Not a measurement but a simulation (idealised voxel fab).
process module | voxel fin reveal
cross-section cut | 285 nm wide | cells 5 nm
A cross-section is a grid of square cells, given in bands from the top down. A band is one or more rows of cells.
Each band's line starts with the height of the band's top and of its bottom, in nm. Then come its materials from left to right, each with its width in nm. One material with "throughout" fills the band from edge to edge. "air" is empty space.
Height 0 is the level under which the wafer as received is all one material. The lowest band goes on downwards, as in "0 down".
A width such as "30 to 40" changes by the same amount from each row of cells to the next, from the band's top row to its bottom row.
"no change" after a step means that no cell of the cross-section changed.
closed voids: empty space of 8 cells or more with no open way to the top, each as width x height at its distance from the left edge, in nm
after a step's settings: what the simulator itself notes on the step
overlay nm, on a step with a mask: how far to the right of its planned place the mask lay; to the left if negative
plan
1 op RECEIVE | material Si
2 op CONFORMAL_DEP | material SiN | thk nm 10
3 op MASKED_ETCH | tone cover | mask id FINS | width nm 15 | pitch nm 35 | etch materials SiN | depth nm 10 | overlay nm 0
4 op MASKED_ETCH | tone cover | mask id FINS | width nm 15 | pitch nm 35 | etch materials Si | depth nm 30 | overlay nm 0
5 op OXIDIZE | depth nm 5
6 op FILL_DEP | material SiO2 | thk nm 15
7 op CMP | height nm 10
8 op SELECTIVE_ETCH | etch materials SiO2 | depth nm 30
9 op STRIP | etch materials SiN
as received, after step 1
  0 down: Si throughout
  closed voids: none
a wafer at the end: this start, this plan, one mistake
  0 to -20: air 120 | Si 5 | air 30 | Si 5 | air 125
  -20 to -25: SiO2 120 | Si 5 | SiO2 30 | Si 5 | SiO2 125
  -25 down: Si throughout
  closed voids: none
what went wrong: step 4 ran as: op MASKED_ETCH | tone cover | mask id FINS | width nm 15 | pitch nm 35 | etch materials Si | depth nm 20 | overlay nm 0
